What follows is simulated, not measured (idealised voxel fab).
You're looking at the process module voxel gate over fins.
Shown is cross-section cut, with a width of 230 nm and square cells of size 5 nm.
Cross-section, as written here: a square-cell grid given band by band from the top down, where a band holds one or more rows of cells. A band entry consists of two parts. The first gives the height of the band's top and the height of its bottom, in nm. The rest lists the band's materials from left to right, each with its width in nm. A single material labelled with the word "full width" fills the band from edge to edge, and the word "blank" marks empty space. Where do heights start? At 0: under that level the wafer as delivered is made of one material only. And the lowest band has no floor; it just carries on downward, as in "from 0 down". Think of "30 to 40" as a width that walks from the first number to the second as you go down the band, top row to bottom row, taking equal-sized steps from row to row. Reading "everything unchanged" for a step: not a cell of the cross-section changed in it. Each empty space that has no open way to the top and spans at least 8 cells appears under "Closed void entries" as width x height at distance, the distance counted from the left edge, all in nm. Text after the settings on a step's line: the simulator's own remark on that step. Each step line may optionally specify "overlay nm", which for a step with a mask gives the rightward distance between the mask's planned place and where it lay, a negative value indicating the leftward direction.
THIS SECTION LISTS THE PROCESS STEPS THAT WERE PLANNED
- 1: RECEIVE,material Si
- 2: CONFORMAL_DEP,material SiN,thk nm 10
- 3: PATTERN,tone cover,mask id FINS,material resist,width nm 15,pitch nm 35,thk nm 15,overlay nm 0
- 4: DIRECTIONAL_ETCH,etch materials SiN,depth nm 10
- 5: DIRECTIONAL_ETCH,etch materials Si,depth nm 30
- 6: STRIP,etch materials resist
- 7: OXIDIZE,depth nm 5
- 8: FILL_DEP,material SiO2,thk nm 15
- 9: CMP,height nm 10
- 10: SELECTIVE_ETCH,etch materials SiO2,depth nm 20
- 11: STRIP,etch materials SiN
- 12: CONFORMAL_DEP,material HfO2,thk nm 5
- 13: CONFORMAL_DEP,material TiN,thk nm 5
- 14: CONFORMAL_DEP,material TiAl,thk nm 5
- 15: CONFORMAL_DEP,material TiN,thk nm 5
- 16: FILL_DEP,material W,thk nm 10
- 17: CMP,height nm 25
- 18: CONFORMAL_DEP,material SiCN,thk nm 10
CROSS-SECTION: WAFER ON ARRIVAL = AFTER STEP 1
	from 0 down = Si full width
	Closed void entries: none
THE FIRST OF THE TWO WAFERS AS SEEN IN CROSS-SECTION ONCE THE MODULE WAS FINISHED; PROCESSING FOLLOWED THE PLAN
	from 35 to 25 = SiCN full width
	from 25 to 20 = W full width
	from 20 to 15 = 55 W, then 115 TiN, then 60 W
	from 15 to 10 = 55 W, then 5 TiN, then 105 TiAl, then 5 TiN, then 60 W
	from 10 to 5 = 60 TiN, then 5 TiAl, then 25 TiN, then 10 TiAl, then 25 TiN, then 10 TiAl, then 25 TiN, then 5 TiAl, then 65 TiN
	from 5 to 0 = 65 TiAl, then 5 TiN, then 15 HfO2, then 5 TiN, then 10 TiAl, then 5 TiN, then 15 HfO2, then 5 TiN, then 10 TiAl, then 5 TiN, then 15 HfO2, then 5 TiN, then 70 TiAl
	from 0 to -5 = 70 TiN, then 5 HfO2, then 5 Si, then 5 HfO2, then 20 TiN, then 5 HfO2, then 5 Si, then 5 HfO2, then 20 TiN, then 5 HfO2, then 5 Si, then 5 HfO2, then 75 TiN
	from -5 to -10 = 75 HfO2, then 5 Si, then 30 HfO2, then 5 Si, then 30 HfO2, then 5 Si, then 80 HfO2
	from -10 to -35 = 75 SiO2, then 5 Si, then 30 SiO2, then 5 Si, then 30 SiO2, then 5 Si, then 80 SiO2
	from -35 down = Si full width
	Closed void entries: none
SECOND WAFER CROSS-SECTION AT END OF MODULE - SHARED START AND PLAN WITH THE FIRST, ONE MISTAKE IN THE RUN
	from 35 to 25 = SiCN full width
	from 25 to 20 = W full width
	from 20 to 15 = 55 W, then 120 TiN, then 55 W
	from 15 to 10 = 55 W, then 5 TiN, then 110 TiAl, then 5 TiN, then 55 W
	from 10 to 5 = 60 TiN, then 5 TiAl, then 30 TiN, then 5 TiAl, then 30 TiN, then 5 TiAl, then 30 TiN, then 5 TiAl, then 60 TiN
	from 5 to 0 = 65 TiAl, then 5 TiN, then 20 HfO2, then 5 TiN, then 5 TiAl, then 5 TiN, then 20 HfO2, then 5 TiN, then 5 TiAl, then 5 TiN, then 20 HfO2, then 5 TiN, then 65 TiAl
	from 0 to -5 = 70 TiN, then 5 HfO2, then 10 Si, then 5 HfO2, then 15 TiN, then 5 HfO2, then 10 Si, then 5 HfO2, then 15 TiN, then 5 HfO2, then 10 Si, then 5 HfO2, then 70 TiN
	from -5 to -10 = 75 HfO2, then 10 Si, then 25 HfO2, then 10 Si, then 25 HfO2, then 10 Si, then 75 HfO2
	from -10 to -35 = 75 SiO2, then 10 Si, then 25 SiO2, then 10 Si, then 25 SiO2, then 10 Si, then 75 SiO2
	from -35 down = Si full width
	Closed void entries: none
Nonconformance to the process plan: step 3 was run on a setting that differed from the plan, and what really ran there is PATTERN,tone cover,mask id FINS,material resist,width nm 20,pitch nm 35,thk nm 15,overlay nm 0
Heads up, by the end the second wafer has more or fewer cells of some materials compared to the first: Si: 21 more | SiO2: 15 fewer | TiAl: 4 fewer | W: 2 fewer
